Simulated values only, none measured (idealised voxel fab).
voxel released beams: a process module
In the cross-section labelled cut, the width is 215 nm and each square cell is 5 nm.
This document writes a cross-section as a grid whose cells are square, and gives it as bands, listed from the top down; one or more rows of cells form a band. A band entry consists of two parts. The first gives the height of the band's top and the height of its bottom, in nm. The rest lists the band's materials from left to right, each with its width in nm. A single material labelled with the word "edge to edge" fills the band from edge to edge, and the word "empty" marks empty space. The reference from which all heights are counted is 0, the level beneath which the as-received wafer is entirely one material; the lowest band, having no lower bound, proceeds downward and is written after the example "0..down". A two-number width, for instance "30 to 40", indicates that the width is equal to the first number in the top row of the band and to the second number in the bottom row, and that it changes by a constant amount per row of cells. A step reported as "all unchanged" is a step in which no cell of the cross-section changed. The entry titled "Sealed internal voids" provides the empty spaces that have no open way to the top, restricted to those of 8 cells or more. Each is presented as width x height at distance, the distance being measured from the left edge, with all three in nm. The remark found on a step's line after its settings is issued by the simulator itself and pertains to that step. For masked steps, "overlay nm" on the step line gives how far right of plan the mask actually lay; a minus sign means it lay to the left.
## Set out below are the planned steps of the process
| 1 | RECEIVE [material Si] |
| 2 | CONFORMAL_DEP [material SiN] [thk nm 10] |
| 3 | DIRECTIONAL_DEP [material SiO2] [thk nm 15] |
| 4 | PATTERN [tone open] [mask id ANCHOR] [material resist] [width nm 45] [thk nm 15] [overlay nm 0] |
| 5 | DIRECTIONAL_ETCH [etch materials SiO2] [depth nm 15] |
| 6 | STRIP [etch materials resist] |
| 7 | CONFORMAL_DEP [material W] [thk nm 15] |
| 8 | MASKED_ETCH [tone cover] [mask id BEAM] [width nm 90] [etch materials W] [depth nm 15] [overlay nm 0] |
| 9 | STRIP [etch materials SiO2] |
## first wafer, as planned
## Cross-section of the wafer upon arrival, representing the state reached after step 1
    0..down  Si edge to edge
    Sealed internal voids: none
## Wafer xsec, post step 2
    10..0  SiN edge to edge
    Lower than 0, everything is as it was.
## Wafer xsec, post step 3
    25..10  SiO2 edge to edge
    Lower than 10, everything is as it was.
## Wafer xsec, post step 4
    40..25  resist (65), then empty (45), then resist (105)
    Lower than 25, everything is as it was.
## Wafer xsec, post step 5
    40..25  resist (65), then empty (45), then resist (105)
    25..10  SiO2 (65), then empty (45), then SiO2 (105)
    Lower than 10, everything is as it was.
## Wafer xsec, post step 6
    25..10  SiO2 (65), then empty (45), then SiO2 (105)
    Lower than 10, everything is as it was.
## Wafer xsec, post step 7
    40..25  W (80), then empty (15), then W (120)
    25..10  SiO2 (65), then W (45), then SiO2 (105)
    Lower than 10, everything is as it was.
## Wafer xsec, post step 8
    40..25  empty (60), then W (20), then empty (15), then W (55), then empty (65)
    Lower than 25, everything is as it was.
## Wafer xsec, post step 9
    40..25  empty (60), then W (20), then empty (15), then W (55), then empty (65)
    25..10  empty (65), then W (45), then empty (105)
    Lower than 10, everything is as it was.
## Wafer two: like wafer one in start and plan, but with one mistake in execution; identical up to and including step 3
## Here is the second wafer in cross-section at the point where step 4 of the plan should have been done
    40..25  resist (55), then empty (45), then resist (115)
    Lower than 25, everything is as it was.
## Here is the second wafer in cross-section at the point where step 5 of the plan should have been done
    40..25  resist (55), then empty (45), then resist (115)
    25..10  SiO2 (55), then empty (45), then SiO2 (115)
    Lower than 10, everything is as it was.
## Here is the second wafer in cross-section at the point where step 6 of the plan should have been done
    25..10  SiO2 (55), then empty (45), then SiO2 (115)
    Lower than 10, everything is as it was.
## Here is the second wafer in cross-section at the point where step 7 of the plan should have been done
    40..25  W (70), then empty (15), then W (130)
    25..10  SiO2 (55), then W (45), then SiO2 (115)
    Lower than 10, everything is as it was.
## Here is the second wafer in cross-section at the point where step 8 of the plan should have been done
    40..25  empty (60), then W (10), then empty (15), then W (65), then empty (65)
    Lower than 25, everything is as it was.
## Here is the second wafer in cross-section at the point where step 9 of the plan should have been done
    40..25  empty (60), then W (10), then empty (15), then W (65), then empty (65)
    25..10  empty (55), then W (45), then empty (115)
    Lower than 10, everything is as it was.
Nonconformance to the process plan: step 4 was not run as planned; what actually ran was PATTERN [tone open] [mask id ANCHOR] [material resist] [width nm 45] [thk nm 15] [overlay nm -10]
Final wafers compared: equal cell tally per material, rearranged layout.
